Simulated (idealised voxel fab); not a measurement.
The name of this process module is voxel self aligned contacts.
Cross-sectional view cut (width: 235 nm; square cell size: 5 nm).
We lay out every cross-section as a grid of square cells and spell it out in bands from the top down, where one band means one or more rows of cells. Basically the band line says how high the top is and how high the bottom is, in nm, and then what's in it from left to right, every material with its width in nm. Empty space shows up as "air", and if a single material carries "edge to edge" it runs the full band edge to edge. Ref level 0: as-received wafer is one material below here. Bottom band extends down with no lower bound ("0..down"). A width given as "30->40" starts at the first number in the band's top row and ends at the second number in its bottom row, shifting by an equal amount at every step from row to row. Any step labelled "remains unaltered" changed none of the cells in the cross-section. You'll see "Trapped void list" listing empty spaces that have no way open to the top, as long as they're 8 cells or more; the notation is width x height at distance, where the distance is from the left edge, and all of it is in nm. Post-settings text on a step line: simulator's own remark regarding the step. The "overlay nm" setting may appear on a step's line; for a step that uses a mask, it gives how far to the right of its planned position the mask lay, and a negative value indicates the left.
This section lists the process steps that were planned:
1. RECEIVE, material Si
2. CONFORMAL_DEP, material SiO2, thk nm 5
3. DIRECTIONAL_DEP, material polySi, thk nm 30
4. DIRECTIONAL_DEP, material SiN, thk nm 20
5. DIRECTIONAL_DEP, material aC, thk nm 15
6. PATTERN, tone cover, mask id GATE, material resist, width nm 35, pitch nm 75, thk nm 30, overlay nm -10
7. DIRECTIONAL_ETCH, etch materials aC, depth nm 15
8. STRIP, etch materials resist
9. DIRECTIONAL_ETCH, etch materials SiN, depth nm 20
10. DIRECTIONAL_ETCH, etch materials polySi, depth nm 30
11. STRIP, etch materials aC
12. CONFORMAL_DEP, material SiN, thk nm 10
13. DIRECTIONAL_ETCH, etch materials SiN, depth nm 10
14. FILL_DEP, material SiO2, thk nm 20
15. CMP, height nm 65
16. DIRECTIONAL_DEP, material aC, thk nm 15
17. PATTERN, tone open, mask id CONTACT, material resist, width nm 50, pitch nm 75, thk nm 35, overlay nm 0
18. DIRECTIONAL_ETCH, etch materials aC, depth nm 15
19. STRIP, etch materials resist
20. DIRECTIONAL_ETCH, etch materials SiO2, depth nm 65
21. STRIP, etch materials aC
22. CONFORMAL_DEP, material TiN, thk nm 5
23. FILL_DEP, material W, thk nm 10
24. CMP, height nm 65
25. CONFORMAL_DEP, material SiCN, thk nm 5
Heads up: all these wafers start the same, and what changes between them is the overlay nm in step 6. The value you see in the plan is just what the first wafer got.
Step 1 complete: as-received cross-section of the first of several wafers:
    0..down  Si edge to edge
    Trapped void list: none
Wafer cross-section (first of several) - module end, post step 25 (last step):
    70..65  SiCN edge to edge
    65..55  SiO2: 55; TiN: 5->10; W: 40->10; TiN: 5->30; SiO2: 25; TiN: 5->10; W: 40->10; TiN: 5->30; SiO2: 55
    55..35  SiO2: 5; SiN: 55; TiN: 5; W: 10; TiN: 5; SiN: 55; TiN: 5; W: 10; TiN: 5; SiN: 55; SiO2: 25
    35..5  SiO2: 5; SiN: 10; polySi: 35; SiN: 10; TiN: 5; W: 10; TiN: 5; SiN: 10; polySi: 35; SiN: 10; TiN: 5; W: 10; TiN: 5; SiN: 10; polySi: 35; SiN: 10; SiO2: 25
    5..0  SiO2: 60; TiN: 20; SiO2: 55; TiN: 20; SiO2: 80
    0..down  Si edge to edge
    Trapped void list: none
A cross-section through the last wafer at the close of the module:
    70..65  SiCN edge to edge
    65..55  SiO2: 55; TiN: 5->30; W: 40->10; TiN: 5->10; SiO2: 25; TiN: 5->30; W: 40->10; TiN: 5->10; SiO2: 55
    55..35  SiO2: 25; SiN: 55; TiN: 5; W: 10; TiN: 5; SiN: 55; TiN: 5; W: 10; TiN: 5; SiN: 55; SiO2: 5
    35..5  SiO2: 25; SiN: 10; polySi: 35; SiN: 10; TiN: 5; W: 10; TiN: 5; SiN: 10; polySi: 35; SiN: 10; TiN: 5; W: 10; TiN: 5; SiN: 10; polySi: 35; SiN: 10; SiO2: 5
    5..0  SiO2: 80; TiN: 20; SiO2: 55; TiN: 20; SiO2: 60
    0..down  Si edge to edge
    Trapped void list: none
Rows = wafers. At module end, each row lists per material the cells gained (+) or lost (-) since the wafer was received, then the closed voids:
overlay nm -10 | +47 SiCN | +204 SiN | +153 SiO2 | +68 TiN | +60 W | +126 polySi | Trapped void list: none
overlay nm -5 | +47 SiCN | +204 SiN | +153 SiO2 | +68 TiN | +60 W | +126 polySi | Trapped void list: none
overlay nm 0 | +47 SiCN | +204 SiN | +153 SiO2 | +68 TiN | +60 W | +126 polySi | Trapped void list: none
overlay nm 5 | +47 SiCN | +204 SiN | +153 SiO2 | +68 TiN | +60 W | +126 polySi | Trapped void list: none
overlay nm 10 | +47 SiCN | +204 SiN | +153 SiO2 | +68 TiN | +60 W | +126 polySi | Trapped void list: none
